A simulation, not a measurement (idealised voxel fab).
The process module that follows is named voxel self aligned contacts.
cross-section cut | 170 nm wide | cells 5 nm
Cross-section, as written here: a square-cell grid given band by band from the top down, where a band holds one or more rows of cells. Within each band entry, the heights of the top and of the bottom of the band appear first, in that order and in nm; the materials of the band then follow from left to right, each with its corresponding width in nm. The designation "all across" on a single material indicates that it fills the band from edge to edge; the designation "air" indicates empty space. Note: height 0 marks the level under which the wafer is uniformly one material as received. Lowest band unbounded below, written "0 down". You'd read "30 to 40" like this: the band's top row of cells is as wide as the first number, its bottom row is as wide as the second, and going down, every row changes width by the same amount as the row before did. "remained the same" means the step left every cell of the cross-section as it was. "Enclosed void entries" lists enclosed empty spaces (at least 8 cells, no open path upward to the top), each as width x height at distance from the left edge, in nm. Step line, after settings: the simulator's comment on this step. Each step line may optionally specify "overlay nm", which for a step with a mask gives the rightward distance between the mask's planned place and where it lay, a negative value indicating the leftward direction.
### Steps in the process plan
step 1: RECEIVE with material Si
step 2: OXIDIZE with depth nm 5
step 3: DIRECTIONAL_DEP with material polySi, thk nm 30
step 4: DIRECTIONAL_DEP with material SiN, thk nm 20
step 5: PATTERN with tone cover, mask id GATE, material resist, width nm 25, pitch nm 50, thk nm 20, overlay nm 0
step 6: DIRECTIONAL_ETCH with etch materials SiN, depth nm 20
step 7: DIRECTIONAL_ETCH with etch materials polySi, depth nm 30
step 8: STRIP with etch materials resist
step 9: CONFORMAL_DEP with material SiN, thk nm 5
step 10: DIRECTIONAL_ETCH with etch materials SiN, depth nm 5
step 11: FILL_DEP with material SiO2, thk nm 15
step 12: CMP with height nm 55
step 13: MASKED_ETCH with tone open, mask id CONTACT, width nm 35, etch materials SiO2, depth nm 60, overlay nm 0
step 14: CONFORMAL_DEP with material TiN, thk nm 5
step 15: FILL_DEP with material W, thk nm 10
step 16: CMP with height nm 55
step 17: CONFORMAL_DEP with material SiCN, thk nm 5
### As received (post step 1): cross-section
	0 down | Si all across
	Enclosed void entries: none
### Post-module cross-section of the first of two wafers (run per plan)
	60 to 55 | SiCN all across
	55 to 50 | SiO2: 65 / TiN: 15 / W: 5 / TiN: 15 / SiO2: 70
	50 to 30 | SiO2: 40 / SiN: 35 / TiN: 5 / W: 5 / TiN: 5 / SiN: 35 / SiO2: 45
	30 to 0 | SiO2: 40 / SiN: 5 / polySi: 25 / SiN: 5 / TiN: 5 / W: 5 / TiN: 5 / SiN: 5 / polySi: 25 / SiN: 5 / SiO2: 45
	0 to -5 | SiO2: 75 / TiN: 15 / SiO2: 80
	-5 down | Si all across
	Enclosed void entries: none
### This cross-section belongs to the second wafer of two at the end of the module; the start and the plan were shared with the first, and the run included one mistake
	60 to 55 | SiCN all across
	55 to 50 | SiO2: 65 / TiN: 20 / W: 5 / TiN: 10 / SiO2: 70
	50 to 30 | SiO2: 45 / SiN: 35 / TiN: 5 / W: 5 / TiN: 5 / SiN: 35 / SiO2: 40
	30 to 0 | SiO2: 45 / SiN: 5 / polySi: 25 / SiN: 5 / TiN: 5 / W: 5 / TiN: 5 / SiN: 5 / polySi: 25 / SiN: 5 / SiO2: 40
	0 to -5 | SiO2: 80 / TiN: 15 / SiO2: 75
	-5 down | Si all across
	Enclosed void entries: none
What broke from the plan during processing? step 5 off recipe, ran as PATTERN with tone cover, mask id GATE, material resist, width nm 25, pitch nm 50, thk nm 20, overlay nm 5
In the final comparison it is observed that the number of cells assigned to each material is identical for the two wafers, whereas their placement is not.
